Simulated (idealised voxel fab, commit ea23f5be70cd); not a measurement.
Process module heading - voxel released beams
Cross-section cut spans 160 nm and uses square cells 5 nm in size.
A cross-section is a grid of square cells, given in bands from the top down. A band is one or more rows of cells.
Read a band's entry like this: the first values are the height of its top and the height of its bottom in nm, and what follows is the sequence of materials from left to right, each with its width in nm. Note that "empty" is empty space, and that a single material marked "full width" reaches across the band from edge to edge.
Ref level 0: as-received wafer is one material below here. Bottom band extends down with no lower bound ("z 0 and below").
A width given as "30 to 40" starts at the first number in the band's top row and ends at the second number in its bottom row, shifting by an equal amount at every step from row to row.
It should be understood that the words "all unchanged", when stated for a given step, signify that the cross-section underwent no change in any of its cells during that step.
Under "Sealed-off cavities" you'll find the enclosed gaps, the ones with no way out to the top, that are 8 cells or bigger; each reads width x height at distance, with distance counted from the left edge, everything in nm.
Post-settings text on a step line: simulator's own remark regarding the step.
The optional step-line setting "overlay nm" applies to steps with a mask and quantifies how far to the right of its planned location the mask lay, a negative value indicating leftward placement.

## Process steps foreseen in the plan
1 RECEIVE: material Si
2 CONFORMAL_DEP: material SiN, thk nm 5
3 DIRECTIONAL_DEP: material SiO2, thk nm 20
4 MASKED_ETCH: tone open, mask id ANCHOR, width nm 45, etch materials SiO2, depth nm 20, overlay nm 0
5 CONFORMAL_DEP: material polySi, thk nm 15
6 MASKED_ETCH: tone cover, mask id BEAM, width nm 115, etch materials polySi, depth nm 15, overlay nm 0
7 STRIP: etch materials SiO2

## As-received state of the wafer in cross-section, equivalent to post-step 1
	z 0 and below: Si full width
	Sealed-off cavities: none

## End-of-module cross-section. Starting structure and process plan as above; one mistake made in running it
	z 40 to 25: 20 nm empty, 115 nm polySi, 25 nm empty
	z 25 to 0: SiN full width
	z 0 and below: Si full width
	Sealed-off cavities: none
Short version of what went wrong: contrary to plan, step 3 was performed as DIRECTIONAL_DEP: material SiN, thk nm 20
